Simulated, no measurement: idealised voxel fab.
Herein follows the process module entitled voxel gate over fins.
We display cut, a cross-section 280 nm in width whose square cells are each 5 nm.
Bands, listed from the top down, are how a cross-section gets written in this document; the cross-section itself is a grid of square cells, and a band is one or more rows of them. Top, bottom (nm), then materials left to right with widths (nm); lone material tagged "all across" fills the whole band edge to edge; "air" = empty space. Measure heights from 0. That's the level where, below it, the as-received wafer is all one material. The lowest band is bottomless and extends downward; write it as in "0 nm and below". A two-number width, for instance "30->40", indicates that the width is equal to the first number in the top row of the band and to the second number in the bottom row, and that it changes by a constant amount per row of cells. "no alterations made" for a step: no cell of the cross-section changed in that step. The label "Sealed voids" introduces a list of the empty spaces, 8 cells or larger, that have no open way up to the top; each entry in it reads width x height at distance, where the distance is taken from the left edge and all three are stated in nm. Where a step's line continues beyond its settings, the continuation is a remark by the simulator itself on that step. A step's line can hold "overlay nm"; with a mask on that step, the setting says how far right of the planned place the mask lay, while a negative setting says it lay to the left.

# This section lists the process steps that were planned
step 1: RECEIVE | material Si
step 2: CONFORMAL_DEP | material SiN | thk nm 10
step 3: DIRECTIONAL_DEP | material aC | thk nm 10
step 4: PATTERN | tone cover | mask id FINS | material resist | width nm 15 | pitch nm 60 | thk nm 30 | overlay nm 0
step 5: DIRECTIONAL_ETCH | etch materials aC | depth nm 10
step 6: STRIP | etch materials resist
step 7: DIRECTIONAL_ETCH | etch materials SiN | depth nm 10
step 8: DIRECTIONAL_ETCH | etch materials Si | depth nm 35
step 9: STRIP | etch materials aC
step 10: FILL_DEP | material SiO2 | thk nm 15
step 11: CMP | height nm 10
step 12: DIRECTIONAL_DEP | material aC | thk nm 10
step 13: PATTERN | tone open | mask id RAIL | material resist | width nm 15 | thk nm 25 | overlay nm 0
step 14: DIRECTIONAL_ETCH | etch materials aC | depth nm 10
step 15: STRIP | etch materials resist
step 16: DIRECTIONAL_ETCH | etch materials SiO2 | depth nm 40
step 17: STRIP | etch materials aC
step 18: CONFORMAL_DEP | material TiN | thk nm 5
step 19: FILL_DEP | material W | thk nm 5
step 20: CMP | height nm 10
step 21: SELECTIVE_ETCH | etch materials W Ru TiN | depth nm 30
step 22: FILL_DEP | material SiO2 | thk nm 5
step 23: CMP | height nm 10
step 24: SELECTIVE_ETCH | etch materials SiO2 | depth nm 25
step 25: STRIP | etch materials SiN
step 26: CONFORMAL_DEP | material HfO2 | thk nm 5
step 27: CONFORMAL_DEP | material TiN | thk nm 5
step 28: CONFORMAL_DEP | material TiAl | thk nm 5
step 29: CONFORMAL_DEP | material TiN | thk nm 5
step 30: FILL_DEP | material W | thk nm 10
step 31: CMP | height nm 25
step 32: CONFORMAL_DEP | material SiCN | thk nm 10

# First of two wafers, processed according to plan

# Cross-section of the incoming wafer, state after step 1
> 0 nm and below  Si all across
> Sealed voids: none

# The wafer in cross-section once step 2 is complete
> 10 nm to 0 nm  SiN all across
> Below 0, no change.

# The wafer in cross-section once step 3 is complete
> 20 nm to 10 nm  aC all across
> Below 10, no change.

# The wafer in cross-section once step 4 is complete
> 50 nm to 20 nm  40 nm air, then 15 nm resist, then 45 nm air, then 15 nm resist, then 45 nm air, then 15 nm resist, then 45 nm air, then 15 nm resist, then 45 nm air
> Below 20, no change.

# The wafer in cross-section once step 5 is complete
> 40 nm to 20 nm  40 nm air, then 15 nm resist, then 45 nm air, then 15 nm resist, then 45 nm air, then 15 nm resist, then 45 nm air, then 15 nm resist, then 45 nm air
> 20 nm to 10 nm  40 nm air, then 15 nm aC, then 45 nm air, then 15 nm aC, then 45 nm air, then 15 nm aC, then 45 nm air, then 15 nm aC, then 45 nm air
> Below 10, no change.

# The wafer in cross-section once step 6 is complete
> 20 nm to 10 nm  40 nm air, then 15 nm aC, then 45 nm air, then 15 nm aC, then 45 nm air, then 15 nm aC, then 45 nm air, then 15 nm aC, then 45 nm air
> Below 10, no change.

# The wafer in cross-section once step 7 is complete
> 20 nm to 10 nm  40 nm air, then 15 nm aC, then 45 nm air, then 15 nm aC, then 45 nm air, then 15 nm aC, then 45 nm air, then 15 nm aC, then 45 nm air
> 10 nm to 0 nm  40 nm air, then 15 nm SiN, then 45 nm air, then 15 nm SiN, then 45 nm air, then 15 nm SiN, then 45 nm air, then 15 nm SiN, then 45 nm air
> Below 0, no change.

# The wafer in cross-section once step 8 is complete
> 20 nm to 10 nm  40 nm air, then 15 nm aC, then 45 nm air, then 15 nm aC, then 45 nm air, then 15 nm aC, then 45 nm air, then 15 nm aC, then 45 nm air
> 10 nm to 0 nm  40 nm air, then 15 nm SiN, then 45 nm air, then 15 nm SiN, then 45 nm air, then 15 nm SiN, then 45 nm air, then 15 nm SiN, then 45 nm air
> 0 nm to -35 nm  40 nm air, then 15 nm Si, then 45 nm air, then 15 nm Si, then 45 nm air, then 15 nm Si, then 45 nm air, then 15 nm Si, then 45 nm air
> Below -35, no change.

# The wafer in cross-section once step 9 is complete
> 10 nm to 0 nm  40 nm air, then 15 nm SiN, then 45 nm air, then 15 nm SiN, then 45 nm air, then 15 nm SiN, then 45 nm air, then 15 nm SiN, then 45 nm air
> Below 0, no change.

# The wafer in cross-section once step 10 is complete
> 25 nm to 10 nm  SiO2 all across
> 10 nm to 0 nm  40 nm SiO2, then 15 nm SiN, then 45 nm SiO2, then 15 nm SiN, then 45 nm SiO2, then 15 nm SiN, then 45 nm SiO2, then 15 nm SiN, then 45 nm SiO2
> 0 nm to -35 nm  40 nm SiO2, then 15 nm Si, then 45 nm SiO2, then 15 nm Si, then 45 nm SiO2, then 15 nm Si, then 45 nm SiO2, then 15 nm Si, then 45 nm SiO2
> Below -35, no change.

# The wafer in cross-section once step 11 is complete
> 10 nm to 0 nm  40 nm SiO2, then 15 nm SiN, then 45 nm SiO2, then 15 nm SiN, then 45 nm SiO2, then 15 nm SiN, then 45 nm SiO2, then 15 nm SiN, then 45 nm SiO2
> Below 0, no change.

# The wafer in cross-section once step 12 is complete
> 20 nm to 10 nm  aC all across
> Below 10, no change.

# The wafer in cross-section once step 13 is complete
> 45 nm to 20 nm  70 nm resist, then 15 nm air, then 195 nm resist
> Below 20, no change.

# The wafer in cross-section once step 14 is complete
> 35 nm to 20 nm  70 nm resist, then 15 nm air, then 195 nm resist
> 20 nm to 10 nm  70 nm aC, then 15 nm air, then 195 nm aC
> Below 10, no change.

# The wafer in cross-section once step 15 is complete
> 20 nm to 10 nm  70 nm aC, then 15 nm air, then 195 nm aC
> Below 10, no change.

# The wafer in cross-section once step 16 is complete
> 20 nm to 10 nm  70 nm aC, then 15 nm air, then 195 nm aC
> 10 nm to 0 nm  40 nm SiO2, then 15 nm SiN, then 15 nm SiO2, then 15 nm air, then 15 nm SiO2, then 15 nm SiN, then 45 nm SiO2, then 15 nm SiN, then 45 nm SiO2, then 15 nm SiN, then 45 nm SiO2
> 0 nm to -30 nm  40 nm SiO2, then 15 nm Si, then 15 nm SiO2, then 15 nm air, then 15 nm SiO2, then 15 nm Si, then 45 nm SiO2, then 15 nm Si, then 45 nm SiO2, then 15 nm Si, then 45 nm SiO2
> Below -30, no change.

# The wafer in cross-section once step 17 is complete
> 10 nm to 0 nm  40 nm SiO2, then 15 nm SiN, then 15 nm SiO2, then 15 nm air, then 15 nm SiO2, then 15 nm SiN, then 45 nm SiO2, then 15 nm SiN, then 45 nm SiO2, then 15 nm SiN, then 45 nm SiO2
> Below 0, no change.

# The wafer in cross-section once step 18 is complete
> 15 nm to 10 nm  75 nm TiN, then 5 nm air, then 200 nm TiN
> 10 nm to 0 nm  40 nm SiO2, then 15 nm SiN, then 15 nm SiO2, then 5 nm TiN, then 5 nm air, then 5 nm TiN, then 15 nm SiO2, then 15 nm SiN, then 45 nm SiO2, then 15 nm SiN, then 45 nm SiO2, then 15 nm SiN, then 45 nm SiO2
> 0 nm to -25 nm  40 nm SiO2, then 15 nm Si, then 15 nm SiO2, then 5 nm TiN, then 5 nm air, then 5 nm TiN, then 15 nm SiO2, then 15 nm Si, then 45 nm SiO2, then 15 nm Si, then 45 nm SiO2, then 15 nm Si, then 45 nm SiO2
> -25 nm to -30 nm  40 nm SiO2, then 15 nm Si, then 15 nm SiO2, then 15 nm TiN, then 15 nm SiO2, then 15 nm Si, then 45 nm SiO2, then 15 nm Si, then 45 nm SiO2, then 15 nm Si, then 45 nm SiO2
> Below -30, no change.

# The wafer in cross-section once step 19 is complete
> 20 nm to 15 nm  W all across
> 15 nm to 10 nm  75 nm TiN, then 5 nm W, then 200 nm TiN
> 10 nm to 0 nm  40 nm SiO2, then 15 nm SiN, then 15 nm SiO2, then 5 nm TiN, then 5 nm W, then 5 nm TiN, then 15 nm SiO2, then 15 nm SiN, then 45 nm SiO2, then 15 nm SiN, then 45 nm SiO2, then 15 nm SiN, then 45 nm SiO2
> 0 nm to -25 nm  40 nm SiO2, then 15 nm Si, then 15 nm SiO2, then 5 nm TiN, then 5 nm W, then 5 nm TiN, then 15 nm SiO2, then 15 nm Si, then 45 nm SiO2, then 15 nm Si, then 45 nm SiO2, then 15 nm Si, then 45 nm SiO2
> Below -25, no change.

# The wafer in cross-section once step 20 is complete
> 10 nm to 0 nm  40 nm SiO2, then 15 nm SiN, then 15 nm SiO2, then 5 nm TiN, then 5 nm W, then 5 nm TiN, then 15 nm SiO2, then 15 nm SiN, then 45 nm SiO2, then 15 nm SiN, then 45 nm SiO2, then 15 nm SiN, then 45 nm SiO2
> Below 0, no change.

# The wafer in cross-section once step 21 is complete
> 10 nm to 0 nm  40 nm SiO2, then 15 nm SiN, then 15 nm SiO2, then 15 nm air, then 15 nm SiO2, then 15 nm SiN, then 45 nm SiO2, then 15 nm SiN, then 45 nm SiO2, then 15 nm SiN, then 45 nm SiO2
> 0 nm to -20 nm  40 nm SiO2, then 15 nm Si, then 15 nm SiO2, then 15 nm air, then 15 nm SiO2, then 15 nm Si, then 45 nm SiO2, then 15 nm Si, then 45 nm SiO2, then 15 nm Si, then 45 nm SiO2
> Below -20, no change.

# The wafer in cross-section once step 22 is complete
> 15 nm to 10 nm  SiO2 all across
> 10 nm to 0 nm  40 nm SiO2, then 15 nm SiN, then 45 nm SiO2, then 15 nm SiN, then 45 nm SiO2, then 15 nm SiN, then 45 nm SiO2, then 15 nm SiN, then 45 nm SiO2
> 0 nm to -20 nm  40 nm SiO2, then 15 nm Si, then 45 nm SiO2, then 15 nm Si, then 45 nm SiO2, then 15 nm Si, then 45 nm SiO2, then 15 nm Si, then 45 nm SiO2
> Below -20, no change.

# The wafer in cross-section once step 23 is complete
> 10 nm to 0 nm  40 nm SiO2, then 15 nm SiN, then 45 nm SiO2, then 15 nm SiN, then 45 nm SiO2, then 15 nm SiN, then 45 nm SiO2, then 15 nm SiN, then 45 nm SiO2
> Below 0, no change.

# The wafer in cross-section once step 24 is complete
> 10 nm to 0 nm  40 nm air, then 15 nm SiN, then 45 nm air, then 15 nm SiN, then 45 nm air, then 15 nm SiN, then 45 nm air, then 15 nm SiN, then 45 nm air
> 0 nm to -15 nm  40 nm air, then 15 nm Si, then 45 nm air, then 15 nm Si, then 45 nm air, then 15 nm Si, then 45 nm air, then 15 nm Si, then 45 nm air
> Below -15, no change.

# The wafer in cross-section once step 25 is complete
> 0 nm to -15 nm  40 nm air, then 15 nm Si, then 45 nm air, then 15 nm Si, then 45 nm air, then 15 nm Si, then 45 nm air, then 15 nm Si, then 45 nm air
> Below -15, no change.

# The wafer in cross-section once step 26 is complete
> 5 nm to 0 nm  35 nm air, then 25 nm HfO2, then 35 nm air, then 25 nm HfO2, then 35 nm air, then 25 nm HfO2, then 35 nm air, then 25 nm HfO2, then 40 nm air
> 0 nm to -10 nm  35 nm air, then 5 nm HfO2, then 15 nm Si, then 5 nm HfO2, then 35 nm air, then 5 nm HfO2, then 15 nm Si, then 5 nm HfO2, then 35 nm air, then 5 nm HfO2, then 15 nm Si, then 5 nm HfO2, then 35 nm air, then 5 nm HfO2, then 15 nm Si, then 5 nm HfO2, then 40 nm air
> -10 nm to -15 nm  40 nm HfO2, then 15 nm Si, then 45 nm HfO2, then 15 nm Si, then 45 nm HfO2, then 15 nm Si, then 45 nm HfO2, then 15 nm Si, then 45 nm HfO2
> Below -15, no change.

# The wafer in cross-section once step 27 is complete
> 10 nm to 5 nm  30 nm air, then 35 nm TiN, then 25 nm air, then 35 nm TiN, then 25 nm air, then 35 nm TiN, then 25 nm air, then 35 nm TiN, then 35 nm air
> 5 nm to 0 nm  30 nm air, then 5 nm TiN, then 25 nm HfO2, then 5 nm TiN, then 25 nm air, then 5 nm TiN, then 25 nm HfO2, then 5 nm TiN, then 25 nm air, then 5 nm TiN, then 25 nm HfO2, then 5 nm TiN, then 25 nm air, then 5 nm TiN, then 25 nm HfO2, then 5 nm TiN, then 35 nm air
> 0 nm to -5 nm  30 nm air, then 5 nm TiN, then 5 nm HfO2, then 15 nm Si, then 5 nm HfO2, then 5 nm TiN, then 25 nm air, then 5 nm TiN, then 5 nm HfO2, then 15 nm Si, then 5 nm HfO2, then 5 nm TiN, then 25 nm air, then 5 nm TiN, then 5 nm HfO2, then 15 nm Si, then 5 nm HfO2, then 5 nm TiN, then 25 nm air, then 5 nm TiN, then 5 nm HfO2, then 15 nm Si, then 5 nm HfO2, then 5 nm TiN, then 35 nm air
> -5 nm to -10 nm  35 nm TiN, then 5 nm HfO2, then 15 nm Si, then 5 nm HfO2, then 35 nm TiN, then 5 nm HfO2, then 15 nm Si, then 5 nm HfO2, then 35 nm TiN, then 5 nm HfO2, then 15 nm Si, then 5 nm HfO2, then 35 nm TiN, then 5 nm HfO2, then 15 nm Si, then 5 nm HfO2, then 40 nm TiN
> Below -10, no change.

# The wafer in cross-section once step 28 is complete
> 15 nm to 10 nm  25 nm air, then 45 nm TiAl, then 15 nm air, then 45 nm TiAl, then 15 nm air, then 45 nm TiAl, then 15 nm air, then 45 nm TiAl, then 30 nm air
> 10 nm to 5 nm  25 nm air, then 5 nm TiAl, then 35 nm TiN, then 5 nm TiAl, then 15 nm air, then 5 nm TiAl, then 35 nm TiN, then 5 nm TiAl, then 15 nm air, then 5 nm TiAl, then 35 nm TiN, then 5 nm TiAl, then 15 nm air, then 5 nm TiAl, then 35 nm TiN, then 5 nm TiAl, then 30 nm air
> 5 nm to 0 nm  25 nm air, then 5 nm TiAl, then 5 nm TiN, then 25 nm HfO2, then 5 nm TiN, then 5 nm TiAl, then 15 nm air, then 5 nm TiAl, then 5 nm TiN, then 25 nm HfO2, then 5 nm TiN, then 5 nm TiAl, then 15 nm air, then 5 nm TiAl, then 5 nm TiN, then 25 nm HfO2, then 5 nm TiN, then 5 nm TiAl, then 15 nm air, then 5 nm TiAl, then 5 nm TiN, then 25 nm HfO2, then 5 nm TiN, then 5 nm TiAl, then 30 nm air
> 0 nm to -5 nm  30 nm TiAl, then 5 nm TiN, then 5 nm HfO2, then 15 nm Si, then 5 nm HfO2, then 5 nm TiN, then 25 nm TiAl, then 5 nm TiN, then 5 nm HfO2, then 15 nm Si, then 5 nm HfO2, then 5 nm TiN, then 25 nm TiAl, then 5 nm TiN, then 5 nm HfO2, then 15 nm Si, then 5 nm HfO2, then 5 nm TiN, then 25 nm TiAl, then 5 nm TiN, then 5 nm HfO2, then 15 nm Si, then 5 nm HfO2, then 5 nm TiN, then 35 nm TiAl
> Below -5, no change.

# The wafer in cross-section once step 29 is complete
> 20 nm to 15 nm  20 nm air, then 55 nm TiN, then 5 nm air, then 55 nm TiN, then 5 nm air, then 55 nm TiN, then 5 nm air, then 55 nm TiN, then 25 nm air
> 15 nm to 10 nm  20 nm air, then 5 nm TiN, then 45 nm TiAl, then 5 nm TiN, then 5 nm air, then 5 nm TiN, then 45 nm TiAl, then 5 nm TiN, then 5 nm air, then 5 nm TiN, then 45 nm TiAl, then 5 nm TiN, then 5 nm air, then 5 nm TiN, then 45 nm TiAl, then 5 nm TiN, then 25 nm air
> 10 nm to 5 nm  20 nm air, then 5 nm TiN, then 5 nm TiAl, then 35 nm TiN, then 5 nm TiAl, then 5 nm TiN, then 5 nm air, then 5 nm TiN, then 5 nm TiAl, then 35 nm TiN, then 5 nm TiAl, then 5 nm TiN, then 5 nm air, then 5 nm TiN, then 5 nm TiAl, then 35 nm TiN, then 5 nm TiAl, then 5 nm TiN, then 5 nm air, then 5 nm TiN, then 5 nm TiAl, then 35 nm TiN, then 5 nm TiAl, then 5 nm TiN, then 25 nm air
> 5 nm to 0 nm  25 nm TiN, then 5 nm TiAl, then 5 nm TiN, then 25 nm HfO2, then 5 nm TiN, then 5 nm TiAl, then 15 nm TiN, then 5 nm TiAl, then 5 nm TiN, then 25 nm HfO2, then 5 nm TiN, then 5 nm TiAl, then 15 nm TiN, then 5 nm TiAl, then 5 nm TiN, then 25 nm HfO2, then 5 nm TiN, then 5 nm TiAl, then 15 nm TiN, then 5 nm TiAl, then 5 nm TiN, then 25 nm HfO2, then 5 nm TiN, then 5 nm TiAl, then 30 nm TiN
> Below 0, no change.

# The wafer in cross-section once step 30 is complete
> 30 nm to 20 nm  W all across
> 20 nm to 15 nm  20 nm W, then 55 nm TiN, then 5 nm W, then 55 nm TiN, then 5 nm W, then 55 nm TiN, then 5 nm W, then 55 nm TiN, then 25 nm W
> 15 nm to 10 nm  20 nm W, then 5 nm TiN, then 45 nm TiAl, then 5 nm TiN, then 5 nm W, then 5 nm TiN, then 45 nm TiAl, then 5 nm TiN, then 5 nm W, then 5 nm TiN, then 45 nm TiAl, then 5 nm TiN, then 5 nm W, then 5 nm TiN, then 45 nm TiAl, then 5 nm TiN, then 25 nm W
> 10 nm to 5 nm  20 nm W, then 5 nm TiN, then 5 nm TiAl, then 35 nm TiN, then 5 nm TiAl, then 5 nm TiN, then 5 nm W, then 5 nm TiN, then 5 nm TiAl, then 35 nm TiN, then 5 nm TiAl, then 5 nm TiN, then 5 nm W, then 5 nm TiN, then 5 nm TiAl, then 35 nm TiN, then 5 nm TiAl, then 5 nm TiN, then 5 nm W, then 5 nm TiN, then 5 nm TiAl, then 35 nm TiN, then 5 nm TiAl, then 5 nm TiN, then 25 nm W
> Below 5, no change.

# The wafer in cross-section once step 31 is complete
> 25 nm to 20 nm  W all across
> Below 20, no change.

# The wafer in cross-section once step 32 is complete
> 35 nm to 25 nm  SiCN all across
> Below 25, no change.

# The second wafer began exactly as the first did and followed the same plan, but one mistake was made while running it; through step 28 inclusive, the two wafers are identical

# Cross-sectional view of the second wafer at the intended end time of process step 29
> 30 nm to 15 nm  10 nm air, then 255 nm TiN, then 15 nm air
> 15 nm to 10 nm  25 nm TiN, then 45 nm TiAl, then 15 nm TiN, then 45 nm TiAl, then 15 nm TiN, then 45 nm TiAl, then 15 nm TiN, then 45 nm TiAl, then 30 nm TiN
> 10 nm to 5 nm  25 nm TiN, then 5 nm TiAl, then 35 nm TiN, then 5 nm TiAl, then 15 nm TiN, then 5 nm TiAl, then 35 nm TiN, then 5 nm TiAl, then 15 nm TiN, then 5 nm TiAl, then 35 nm TiN, then 5 nm TiAl, then 15 nm TiN, then 5 nm TiAl, then 35 nm TiN, then 5 nm TiAl, then 30 nm TiN
> 5 nm to 0 nm  25 nm TiN, then 5 nm TiAl, then 5 nm TiN, then 25 nm HfO2, then 5 nm TiN, then 5 nm TiAl, then 15 nm TiN, then 5 nm TiAl, then 5 nm TiN, then 25 nm HfO2, then 5 nm TiN, then 5 nm TiAl, then 15 nm TiN, then 5 nm TiAl, then 5 nm TiN, then 25 nm HfO2, then 5 nm TiN, then 5 nm TiAl, then 15 nm TiN, then 5 nm TiAl, then 5 nm TiN, then 25 nm HfO2, then 5 nm TiN, then 5 nm TiAl, then 30 nm TiN
> Below 0, no change.

# Cross-sectional view of the second wafer at the intended end time of process step 30
> 40 nm to 30 nm  W all across
> 30 nm to 15 nm  10 nm W, then 255 nm TiN, then 15 nm W
> Below 15, no change.

# Cross-sectional view of the second wafer at the intended end time of process step 31
> 25 nm to 15 nm  10 nm W, then 255 nm TiN, then 15 nm W
> Below 15, no change.

# Cross-sectional view of the second wafer at the intended end time of process step 32
> 35 nm to 25 nm  SiCN all across
> Below 25, no change.
what went wrong: contrary to plan, step 29 was performed as CONFORMAL_DEP | material TiN | thk nm 15
Final tally in cells, some materials are higher or lower on the second wafer than on the first: 82 more of TiN | 82 fewer of W
